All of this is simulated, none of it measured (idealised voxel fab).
The name of this process module is voxel ribs on slabs.
Square cell edge 5 nm, section width 210 nm, ID cut.
The cross-sections in this document take the form of a grid made of square cells. They are written out as bands, in order from top to bottom. Each band consists of one or more rows of cells. First you get the band's top height and its bottom height, in nm, and then the materials it's made of, left to right, with each width in nm. If you see a single material with "throughout", that one covers the band edge to edge. "blank" is empty space. Heights from 0 (as-received wafer is one material below). Bottom band endless downward, as "z 0 and below". Width spec "30 to 40" -> top row of cells at first value, bottom row at second value, equal per-row change in between. "identical to before" for a step: no cell of the cross-section changed in that step. Empty spaces counting at least 8 cells and having no open way to the top are listed in "Closed internal voids". The notation width x height at distance is used for each, the distance being from the left edge and all three values in nm. Past the settings on a step's line: simulator remark, on that step. overlay nm: mask right of planned place by this much (step with mask). Neg. = left.

HERE'S WHAT THE PLANNED PROCESS STEPS LOOK LIKE
1) RECEIVE with material Si
2) DIRECTIONAL_DEP with material SiO2, thk nm 20
3) DIRECTIONAL_DEP with material SiN, thk nm 20
4) PATTERN with tone cover, mask id RIB, material resist, width nm 30, thk nm 20, overlay nm 0
5) DIRECTIONAL_ETCH with etch materials SiN, depth nm 15
6) STRIP with etch materials resist
7) PATTERN with tone cover, mask id SLAB, material resist, width nm 90, thk nm 20, overlay nm 0
8) DIRECTIONAL_ETCH with etch materials SiN, depth nm 5
9) STRIP with etch materials resist
10) FILL_DEP with material SiO2, thk nm 15
11) CMP with height nm 50
12) DIRECTIONAL_DEP with material W, thk nm 5
13) PATTERN with tone cover, mask id HEATER, material resist, width nm 40, thk nm 20, overlay nm 0
14) DIRECTIONAL_ETCH with etch materials W, depth nm 5
15) STRIP with etch materials resist
16) CONFORMAL_DEP with material SiN, thk nm 5

THE CROSS-SECTION HERE SHOWS THE WAFER AS RECEIVED, I.E. IN ITS STATE AFTER STEP 1
	z 0 and below = Si throughout
	Closed internal voids: none

FIRST OF TWO WAFERS: CROSS-SECTION AT END OF MODULE, RUN PER PLAN
	z 60 to 55 = blank (80) | SiN (50) | blank (80)
	z 55 to 50 = SiN (85) | W (40) | SiN (85)
	z 50 to 40 = SiO2 throughout
	z 40 to 25 = SiO2 (90) | SiN (30) | SiO2 (90)
	z 25 to 20 = SiO2 (60) | SiN (90) | SiO2 (60)
	z 20 to 0 = SiO2 throughout
	z 0 and below = Si throughout
	Closed internal voids: none

THE SECOND WAFER, SHOWN IN CROSS-SECTION AFTER THE MODULE: STARTED THE SAME WAY AS THE FIRST AND GIVEN THE SAME PLAN, YET ONE MISTAKE CREPT INTO HOW IT WAS RUN
	z 60 to 55 = blank (80) | SiN (50) | blank (80)
	z 55 to 50 = SiN (85) | W (40) | SiN (85)
	z 50 to 40 = SiO2 (90 to 60) | SiN (30 to 90) | SiO2 (90 to 60)
	z 40 to 20 = SiN throughout
	z 20 to 0 = SiO2 throughout
	z 0 and below = Si throughout
	Closed internal voids: none
Against the plan, the run slipped here: in the plan, step 3 was performed twice
End check, counted in cells, second wafer has more or fewer of these materials than the first: SiN +156; SiO2 -156
